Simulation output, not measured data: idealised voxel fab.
The following is a process module called voxel capacitor over wiring.
Section cut is 155 nm wide and gridded with 5 nm square cells.
Cross-section spec: square-cell grid; bands listed top down; each band is one or more rows. First you get the band's top height and its bottom height, in nm, and then the materials it's made of, left to right, with each width in nm. If you see a single material with "throughout", that one covers the band edge to edge. "air" is empty space. Ref level 0: as-received wafer is one material below here. Bottom band extends down with no lower bound ("0 nm and below"). The notation "30 to 40" denotes a width that varies across the rows of cells in the band, beginning at the first number in the top row, finishing at the second number in the bottom row, and changing by an identical amount from each row to the next. "left unchanged" means the step left every cell of the cross-section as it was. The label "Sealed void inventory" introduces a list of the empty spaces, 8 cells or larger, that have no open way up to the top; each entry in it reads width x height at distance, where the distance is taken from the left edge and all three are stated in nm. If you see something after the settings on a step's line, that's the simulator's own remark about that step. overlay nm: how far to the right of its planned place the mask lay on this masked step (negative: to the left).

### Steps planned for the process
- 1: RECEIVE | material Si
- 2: CONFORMAL_DEP | material SiO2 | thk nm 15
- 3: CONFORMAL_DEP | material SiCN | thk nm 5
- 4: DIRECTIONAL_DEP | material SiO2 | thk nm 25
- 5: DIRECTIONAL_DEP | material aC | thk nm 10
- 6: PATTERN | tone open | mask id METAL_1 | material resist | width nm 30 | pitch nm 95 | thk nm 30 | overlay nm 0
- 7: DIRECTIONAL_ETCH | etch materials aC | depth nm 10
- 8: STRIP | etch materials resist
- 9: DIRECTIONAL_ETCH | etch materials SiO2 | depth nm 25
- 10: DIRECTIONAL_ETCH | etch materials SiCN | depth nm 5
- 11: STRIP | etch materials aC
- 12: CONFORMAL_DEP | material TiN | thk nm 5
- 13: FILL_DEP | material Cu | thk nm 10
- 14: CMP | height nm 45
- 15: CONFORMAL_DEP | material SiCN | thk nm 5
- 16: DIRECTIONAL_DEP | material SiO2 | thk nm 10
- 17: MASKED_ETCH | tone open | mask id PLUG_1 | width nm 15 | etch materials SiO2 | depth nm 10 | overlay nm 0
- 18: MASKED_ETCH | tone open | mask id PLUG_1 | width nm 15 | etch materials SiCN | depth nm 5 | overlay nm 0
- 19: CONFORMAL_DEP | material TiN | thk nm 5
- 20: FILL_DEP | material W | thk nm 10
- 21: CMP | height nm 60
- 22: DIRECTIONAL_DEP | material TiN | thk nm 10
- 23: DIRECTIONAL_DEP | material HfO2 | thk nm 5
- 24: DIRECTIONAL_DEP | material TiN | thk nm 10
- 25: PATTERN | tone cover | mask id UPPER_PLATE | material resist | width nm 70 | thk nm 15 | overlay nm 0
- 26: DIRECTIONAL_ETCH | etch materials TiN | depth nm 10
- 27: DIRECTIONAL_ETCH | etch materials HfO2 | depth nm 5
- 28: STRIP | etch materials resist
- 29: DIRECTIONAL_DEP | material aC | thk nm 10
- 30: PATTERN | tone cover | mask id LOWER_PLATE | material resist | width nm 80 | thk nm 25 | overlay nm 0
- 31: DIRECTIONAL_ETCH | etch materials aC | depth nm 10
- 32: STRIP | etch materials resist
- 33: DIRECTIONAL_ETCH | etch materials TiN | depth nm 10
- 34: STRIP | etch materials aC
- 35: FILL_DEP | material SiO2 | thk nm 20
- 36: CMP | height nm 100
- 37: MASKED_ETCH | tone open | mask id PLUG_2 | width nm 15 | etch materials SiO2 | depth nm 15 | overlay nm 0
- 38: CONFORMAL_DEP | material TiN | thk nm 5
- 39: FILL_DEP | material Ru | thk nm 10
- 40: CMP | height nm 100
- 41: CONFORMAL_DEP | material SiCN | thk nm 5

### As-received state of the wafer in cross-section, equivalent to post-step 1
	0 nm and below | Si throughout
	Sealed void inventory: none

### First of two wafers, end-of-module section, run followed plan
	105 nm to 100 nm | SiCN throughout
	100 nm to 90 nm | SiO2 40, then TiN 5, then Ru 5, then TiN 5, then SiO2 100
	90 nm to 85 nm | SiO2 40, then TiN 15, then SiO2 100
	85 nm to 75 nm | SiO2 30, then TiN 70, then SiO2 55
	75 nm to 70 nm | SiO2 30, then HfO2 70, then SiO2 55
	70 nm to 60 nm | SiO2 25, then TiN 80, then SiO2 50
	60 nm to 50 nm | SiO2 30, then TiN 5, then W 5, then TiN 5, then SiO2 110
	50 nm to 45 nm | SiCN 30, then TiN 15, then SiCN 110
	45 nm to 20 nm | SiO2 15, then TiN 5, then Cu 20, then TiN 5, then SiO2 65, then TiN 5, then Cu 20, then TiN 5, then SiO2 15
	20 nm to 15 nm | SiCN 15, then TiN 30, then SiCN 65, then TiN 30, then SiCN 15
	15 nm to 0 nm | SiO2 throughout
	0 nm and below | Si throughout
	Sealed void inventory: none

### Cross-section, wafer two of two, end of module: same start and plan as wafer one, one error in execution
	105 nm to 100 nm | SiCN throughout
	100 nm to 90 nm | SiO2 40, then TiN 5, then Ru 5, then TiN 5, then SiO2 100
	90 nm to 85 nm | SiO2 40, then TiN 15, then SiO2 100
	85 nm to 75 nm | SiO2 30, then TiN 70, then SiO2 55
	75 nm to 70 nm | SiO2 30, then HfO2 70, then SiO2 55
	70 nm to 60 nm | SiO2 25, then TiN 80, then SiO2 50
	60 nm to 50 nm | SiO2 35, then W 5, then SiO2 115
	50 nm to 45 nm | SiCN 30, then SiO2 15, then SiCN 110
	45 nm to 20 nm | SiO2 15, then TiN 5, then Cu 20, then TiN 5, then SiO2 65, then TiN 5, then Cu 20, then TiN 5, then SiO2 15
	20 nm to 15 nm | SiCN 15, then TiN 30, then SiCN 65, then TiN 30, then SiCN 15
	15 nm to 0 nm | SiO2 throughout
	0 nm and below | Si throughout
	Sealed void inventory: none
what went wrong: step 19 changed vs plan, executed as CONFORMAL_DEP | material SiO2 | thk nm 5
Count the cells at the end and the second wafer has more or fewer of some materials than the first: 7 more of SiO2 | 7 fewer of TiN
